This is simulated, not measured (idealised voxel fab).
The document below concerns the process module designated voxel fin reveal.
FYI the section here is cut, 245 nm wide, cells are 5 nm squares.
Square cells in a grid make up a cross-section in this document, and the grid is given as bands, listed from the top down, each one or more rows of cells. Look at the band entry: it leads with the top's height and the bottom's height in nm. Then it lists the materials left to right, with a width in nm for each. The word "throughout" on a single material says that material fills the band edge to edge. The word "blank" is empty space. Heights are reckoned from 0. Under this level, the received wafer is all of one material. The bottommost band is open-ended downward, for example "0..down". Read "30->40" as a graded width: first number on top, second number at the bottom, same change between each pair of neighbouring rows. Key: "no change occurred" - step with no changed cell in the cross-section. "Sealed internal voids": sealed empty spaces, 8 cells or more, no open way to top, listed width x height at distance, with distance from the left edge and width, height and distance in nm. after a step's settings: what the simulator itself notes on the step. "overlay nm" denotes, for a step that has a mask, the displacement of the mask to the right of its planned place, with negative values corresponding to the left.

[These are the steps we planned for the process]
- 1: RECEIVE [material Si]
- 2: CONFORMAL_DEP [material SiN] [thk nm 10]
- 3: MASKED_ETCH [tone cover] [mask id FINS] [width nm 15] [pitch nm 40] [etch materials SiN] [depth nm 10] [overlay nm 0]
- 4: MASKED_ETCH [tone cover] [mask id FINS] [width nm 15] [pitch nm 40] [etch materials Si] [depth nm 25] [overlay nm 0]
- 5: OXIDIZE [depth nm 5]
- 6: FILL_DEP [material SiO2] [thk nm 15]
- 7: CMP [height nm 10]
- 8: SELECTIVE_ETCH [etch materials SiO2] [depth nm 30]
- 9: STRIP [etch materials SiN]
Heads up: all these wafers start the same, and what changes between them is the depth nm in step 4. The value you see in the plan is just what the first wafer got.

[After step 1, as received: first of several wafers, cross-section]
> 0..down  Si throughout
> Sealed internal voids: none

[Table: wafers, a row each; end-of-module cell change per material since receipt, gain (+), loss (-); then closed voids]
depth nm 25, -282 Si, +94 SiO2, Sealed internal voids: none
depth nm 30, -329 Si, +141 SiO2, Sealed internal voids: none
depth nm 35, -376 Si, +188 SiO2, Sealed internal voids: none
depth nm 40, -423 Si, +235 SiO2, Sealed internal voids: none
depth nm 45, -470 Si, +282 SiO2, Sealed internal voids: none
depth nm 50, -517 Si, +329 SiO2, Sealed internal voids: none
